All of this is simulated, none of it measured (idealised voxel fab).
process module | voxel trench capacitor
cross-section cut | 190 nm wide | cells 5 nm
A cross-section is a grid of square cells, given in bands from the top down. A band is one or more rows of cells.
Each band's line starts with the height of the band's top and of its bottom, in nm. Then come its materials from left to right, each with its width in nm. One material with "throughout" fills the band from edge to edge. "air" is empty space.
Height 0 is the level under which the wafer as received is all one material. The lowest band goes on downwards, as in "0 down".
A width such as "30 to 40" changes by the same amount from each row of cells to the next, from the band's top row to its bottom row.
"no change" after a step means that no cell of the cross-section changed.
closed voids: empty space of 8 cells or more with no open way to the top, each as width x height at its distance from the left edge, in nm
after a step's settings: what the simulator itself notes on the step
overlay nm, on a step with a mask: how far to the right of its planned place the mask lay; to the left if negative
plan
1 op RECEIVE | material Si
2 op CONFORMAL_DEP | material SiN | thk nm 10
3 op DIRECTIONAL_DEP | material aC | thk nm 10
4 op PATTERN | tone open | mask id TRENCH | material resist | width nm 30 | pitch nm 45 | thk nm 30 | overlay nm 0
5 op DIRECTIONAL_ETCH | etch materials aC | depth nm 10
6 op STRIP | etch materials resist
7 op DIRECTIONAL_ETCH | etch materials SiN | depth nm 10
8 op DIRECTIONAL_ETCH | etch materials Si | depth nm 35
9 op STRIP | etch materials aC
10 op CONFORMAL_DEP | material Al2O3 | thk nm 5
11 op CONFORMAL_DEP | material TiN | thk nm 5
12 op FILL_DEP | material W | thk nm 5
13 op CMP | height nm 10
as received, after step 1
  0 down: Si throughout
  closed voids: none
first wafer at the end, as planned
  10 to 0: SiN 55 | Al2O3 5 | TiN 5 | W 10 | TiN 5 | Al2O3 5 | SiN 15 | Al2O3 5 | TiN 5 | W 10 | TiN 5 | Al2O3 5 | SiN 60
  0 to -25: Si 55 | Al2O3 5 | TiN 5 | W 10 | TiN 5 | Al2O3 5 | Si 15 | Al2O3 5 | TiN 5 | W 10 | TiN 5 | Al2O3 5 | Si 60
  -25 to -30: Si 55 | Al2O3 5 | TiN 20 | Al2O3 5 | Si 15 | Al2O3 5 | TiN 20 | Al2O3 5 | Si 60
  -30 to -35: Si 55 | Al2O3 30 | Si 15 | Al2O3 30 | Si 60
  -35 down: Si throughout
  closed voids: none
second wafer at the end: like start, like plan, one mistake
  10 to 0: SiN 55 | Al2O3 5 | TiN 5 | Al2O3 10 | TiN 5 | Al2O3 5 | SiN 15 | Al2O3 5 | TiN 5 | Al2O3 10 | TiN 5 | Al2O3 5 | SiN 60
  0 to -25: Si 55 | Al2O3 5 | TiN 5 | Al2O3 10 | TiN 5 | Al2O3 5 | Si 15 | Al2O3 5 | TiN 5 | Al2O3 10 | TiN 5 | Al2O3 5 | Si 60
  -25 to -30: Si 55 | Al2O3 5 | TiN 20 | Al2O3 5 | Si 15 | Al2O3 5 | TiN 20 | Al2O3 5 | Si 60
  -30 to -35: Si 55 | Al2O3 30 | Si 15 | Al2O3 30 | Si 60
  -35 down: Si throughout
  closed voids: none
what went wrong: step 12 ran as: op FILL_DEP | material Al2O3 | thk nm 5
at the end the second wafer has, in cells: 28 more of Al2O3 | 28 fewer of W
